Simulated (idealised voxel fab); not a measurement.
voxel self aligned vias: a process module
The cross-section shown here is cut; it is 245 nm wide and divided into square cells measuring 5 nm on a side.
Cross-section spec: square-cell grid; bands listed top down; each band is one or more rows.
Top height, bottom height, nm. Materials left to right, width each, nm. Single material + "full width" = fills band edge to edge. "empty" = empty.
For the purposes of this specification, 0 denotes the height below which the wafer in its as-received condition is composed wholly of one material, and the lowermost band, lacking a lower limit, extends downward without end, as expressed in "0..down".
Graded width ("30->40"): value in top row of band = first number; value in bottom row = second number; row-to-row change constant.
Take "remains unaltered" at face value: in the step it is given for, the cross-section changed in none of its cells.
So "Sealed void listing" is basically the list of trapped voids: any empty space of 8 cells or more that can't reach the top through an opening. They're written width x height at distance, the distance being from the left edge, and it's all nm.
On each step's line, the part that comes after the settings is the simulator's own comment on the step.
"overlay nm" answers the question of how far to the right of plan the mask lay on a step that has a mask, and when it is negative the answer is to the left.

[The planned process steps are enumerated hereunder]
1: RECEIVE [material Si]
2: CONFORMAL_DEP [material SiO2] [thk nm 15]
3: CONFORMAL_DEP [material SiCN] [thk nm 5]
4: DIRECTIONAL_DEP [material lowk] [thk nm 25]
5: DIRECTIONAL_DEP [material aC] [thk nm 15]
6: PATTERN [tone open] [mask id LINES] [material resist] [width nm 20] [pitch nm 70] [thk nm 30] [overlay nm 0]
7: DIRECTIONAL_ETCH [etch materials aC] [depth nm 15]
8: STRIP [etch materials resist]
9: DIRECTIONAL_ETCH [etch materials lowk] [depth nm 25]
10: STRIP [etch materials aC]
11: CONFORMAL_DEP [material TiN] [thk nm 5]
12: FILL_DEP [material W] [thk nm 10]
13: CMP [height nm 45]
14: SELECTIVE_ETCH [etch materials W Ru TiN] [depth nm 10]
15: FILL_DEP [material SiN] [thk nm 5]
16: CMP [height nm 45]
17: DIRECTIONAL_DEP [material lowk] [thk nm 20]
18: DIRECTIONAL_DEP [material aC] [thk nm 15]
19: PATTERN [tone open] [mask id VIAS] [material resist] [width nm 40] [pitch nm 70] [thk nm 35] [overlay nm 0]
20: DIRECTIONAL_ETCH [etch materials aC] [depth nm 15]
21: STRIP [etch materials resist]
22: DIRECTIONAL_ETCH [etch materials lowk] [depth nm 20]
23: DIRECTIONAL_ETCH [etch materials SiN] [depth nm 10]
24: STRIP [etch materials aC]
25: CONFORMAL_DEP [material TiN] [thk nm 5]
26: FILL_DEP [material Cu] [thk nm 5]
27: CMP [height nm 65]
28: CONFORMAL_DEP [material SiCN] [thk nm 5]

[First of two wafers, processed according to plan]

[Here's what the wafer looked like in cross-section when it arrived - that's after step 1]
    0..down: Si full width
    Sealed void listing: none

[Take a look at the wafer's cross-section after step 2]
    15..0: SiO2 full width
    Everything under 0 stays put, no change at all.

[Take a look at the wafer's cross-section after step 3]
    20..15: SiCN full width
    Everything under 15 stays put, no change at all.

[Take a look at the wafer's cross-section after step 4]
    45..20: lowk full width
    Everything under 20 stays put, no change at all.

[Take a look at the wafer's cross-section after step 5]
    60..45: aC full width
    Everything under 45 stays put, no change at all.

[Take a look at the wafer's cross-section after step 6]
    90..60: 40 of resist | 20 of empty | 50 of resist | 20 of empty | 50 of resist | 20 of empty | 45 of resist
    Everything under 60 stays put, no change at all.

[Take a look at the wafer's cross-section after step 7]
    75..60: 40 of resist | 20 of empty | 50 of resist | 20 of empty | 50 of resist | 20 of empty | 45 of resist
    60..45: 40 of aC | 20 of empty | 50 of aC | 20 of empty | 50 of aC | 20 of empty | 45 of aC
    Everything under 45 stays put, no change at all.

[Take a look at the wafer's cross-section after step 8]
    60..45: 40 of aC | 20 of empty | 50 of aC | 20 of empty | 50 of aC | 20 of empty | 45 of aC
    Everything under 45 stays put, no change at all.

[Take a look at the wafer's cross-section after step 9]
    60..45: 40 of aC | 20 of empty | 50 of aC | 20 of empty | 50 of aC | 20 of empty | 45 of aC
    45..20: 40 of lowk | 20 of empty | 50 of lowk | 20 of empty | 50 of lowk | 20 of empty | 45 of lowk
    Everything under 20 stays put, no change at all.

[Take a look at the wafer's cross-section after step 10]
    45..20: 40 of lowk | 20 of empty | 50 of lowk | 20 of empty | 50 of lowk | 20 of empty | 45 of lowk
    Everything under 20 stays put, no change at all.

[Take a look at the wafer's cross-section after step 11]
    50..45: 45 of TiN | 10 of empty | 60 of TiN | 10 of empty | 60 of TiN | 10 of empty | 50 of TiN
    45..25: 40 of lowk | 5 of TiN | 10 of empty | 5 of TiN | 50 of lowk | 5 of TiN | 10 of empty | 5 of TiN | 50 of lowk | 5 of TiN | 10 of empty | 5 of TiN | 45 of lowk
    25..20: 40 of lowk | 20 of TiN | 50 of lowk | 20 of TiN | 50 of lowk | 20 of TiN | 45 of lowk
    Everything under 20 stays put, no change at all.

[Take a look at the wafer's cross-section after step 12]
    60..50: W full width
    50..45: 45 of TiN | 10 of W | 60 of TiN | 10 of W | 60 of TiN | 10 of W | 50 of TiN
    45..25: 40 of lowk | 5 of TiN | 10 of W | 5 of TiN | 50 of lowk | 5 of TiN | 10 of W | 5 of TiN | 50 of lowk | 5 of TiN | 10 of W | 5 of TiN | 45 of lowk
    Everything under 25 stays put, no change at all.

[Take a look at the wafer's cross-section after step 13]
    45..25: 40 of lowk | 5 of TiN | 10 of W | 5 of TiN | 50 of lowk | 5 of TiN | 10 of W | 5 of TiN | 50 of lowk | 5 of TiN | 10 of W | 5 of TiN | 45 of lowk
    Everything under 25 stays put, no change at all.

[Take a look at the wafer's cross-section after step 14]
    45..35: 40 of lowk | 20 of empty | 50 of lowk | 20 of empty | 50 of lowk | 20 of empty | 45 of lowk
    Everything under 35 stays put, no change at all.

[Take a look at the wafer's cross-section after step 15]
    50..45: SiN full width
    45..35: 40 of lowk | 20 of SiN | 50 of lowk | 20 of SiN | 50 of lowk | 20 of SiN | 45 of lowk
    Everything under 35 stays put, no change at all.

[Take a look at the wafer's cross-section after step 16]
    45..35: 40 of lowk | 20 of SiN | 50 of lowk | 20 of SiN | 50 of lowk | 20 of SiN | 45 of lowk
    Everything under 35 stays put, no change at all.

[Take a look at the wafer's cross-section after step 17]
    65..45: lowk full width
    Everything under 45 stays put, no change at all.

[Take a look at the wafer's cross-section after step 18]
    80..65: aC full width
    Everything under 65 stays put, no change at all.

[Take a look at the wafer's cross-section after step 19]
    115..80: 30 of resist | 40 of empty | 30 of resist | 40 of empty | 30 of resist | 40 of empty | 35 of resist
    Everything under 80 stays put, no change at all.

[Take a look at the wafer's cross-section after step 20]
    100..80: 30 of resist | 40 of empty | 30 of resist | 40 of empty | 30 of resist | 40 of empty | 35 of resist
    80..65: 30 of aC | 40 of empty | 30 of aC | 40 of empty | 30 of aC | 40 of empty | 35 of aC
    Everything under 65 stays put, no change at all.

[Take a look at the wafer's cross-section after step 21]
    80..65: 30 of aC | 40 of empty | 30 of aC | 40 of empty | 30 of aC | 40 of empty | 35 of aC
    Everything under 65 stays put, no change at all.

[Take a look at the wafer's cross-section after step 22]
    80..65: 30 of aC | 40 of empty | 30 of aC | 40 of empty | 30 of aC | 40 of empty | 35 of aC
    65..45: 30 of lowk | 40 of empty | 30 of lowk | 40 of empty | 30 of lowk | 40 of empty | 35 of lowk
    Everything under 45 stays put, no change at all.

[Take a look at the wafer's cross-section after step 23]
    80..65: 30 of aC | 40 of empty | 30 of aC | 40 of empty | 30 of aC | 40 of empty | 35 of aC
    65..45: 30 of lowk | 40 of empty | 30 of lowk | 40 of empty | 30 of lowk | 40 of empty | 35 of lowk
    45..35: 40 of lowk | 20 of empty | 50 of lowk | 20 of empty | 50 of lowk | 20 of empty | 45 of lowk
    Everything under 35 stays put, no change at all.

[Take a look at the wafer's cross-section after step 24]
    65..45: 30 of lowk | 40 of empty | 30 of lowk | 40 of empty | 30 of lowk | 40 of empty | 35 of lowk
    Everything under 45 stays put, no change at all.

[Take a look at the wafer's cross-section after step 25]
    70..65: 35 of TiN | 30 of empty | 40 of TiN | 30 of empty | 40 of TiN | 30 of empty | 40 of TiN
    65..50: 30 of lowk | 5 of TiN | 30 of empty | 5 of TiN | 30 of lowk | 5 of TiN | 30 of empty | 5 of TiN | 30 of lowk | 5 of TiN | 30 of empty | 5 of TiN | 35 of lowk
    50..40: 30->40 of lowk | 15->5 of TiN | 10 of empty | 15->5 of TiN | 30->50 of lowk | 15->5 of TiN | 10 of empty | 15->5 of TiN | 30->50 of lowk | 15->5 of TiN | 10 of empty | 15->5 of TiN | 35->45 of lowk
    40..35: 40 of lowk | 20 of TiN | 50 of lowk | 20 of TiN | 50 of lowk | 20 of TiN | 45 of lowk
    Everything under 35 stays put, no change at all.

[Take a look at the wafer's cross-section after step 26]
    75..70: Cu full width
    70..65: 35 of TiN | 30 of Cu | 40 of TiN | 30 of Cu | 40 of TiN | 30 of Cu | 40 of TiN
    65..50: 30 of lowk | 5 of TiN | 30 of Cu | 5 of TiN | 30 of lowk | 5 of TiN | 30 of Cu | 5 of TiN | 30 of lowk | 5 of TiN | 30 of Cu | 5 of TiN | 35 of lowk
    50..40: 30->40 of lowk | 15->5 of TiN | 10 of Cu | 15->5 of TiN | 30->50 of lowk | 15->5 of TiN | 10 of Cu | 15->5 of TiN | 30->50 of lowk | 15->5 of TiN | 10 of Cu | 15->5 of TiN | 35->45 of lowk
    Everything under 40 stays put, no change at all.

[Take a look at the wafer's cross-section after step 27]
    65..50: 30 of lowk | 5 of TiN | 30 of Cu | 5 of TiN | 30 of lowk | 5 of TiN | 30 of Cu | 5 of TiN | 30 of lowk | 5 of TiN | 30 of Cu | 5 of TiN | 35 of lowk
    Everything under 50 stays put, no change at all.

[Take a look at the wafer's cross-section after step 28]
    70..65: SiCN full width
    Everything under 65 stays put, no change at all.

[Second wafer - shared start and plan with the first - one error in running - same as the first up to step 27 inclusive]

[Cross-sectional representation of the second wafer at the time designated in the plan for the completion of step 28]
    70..65: SiN full width
    Everything under 65 stays put, no change at all.
In executing the process, a mistake was made relative to the plan: step 28 did not happen as planned, as run it was CONFORMAL_DEP [material SiN] [thk nm 5]
at the end the second wafer has, in cells: SiCN: 49 fewer; SiN: 49 more
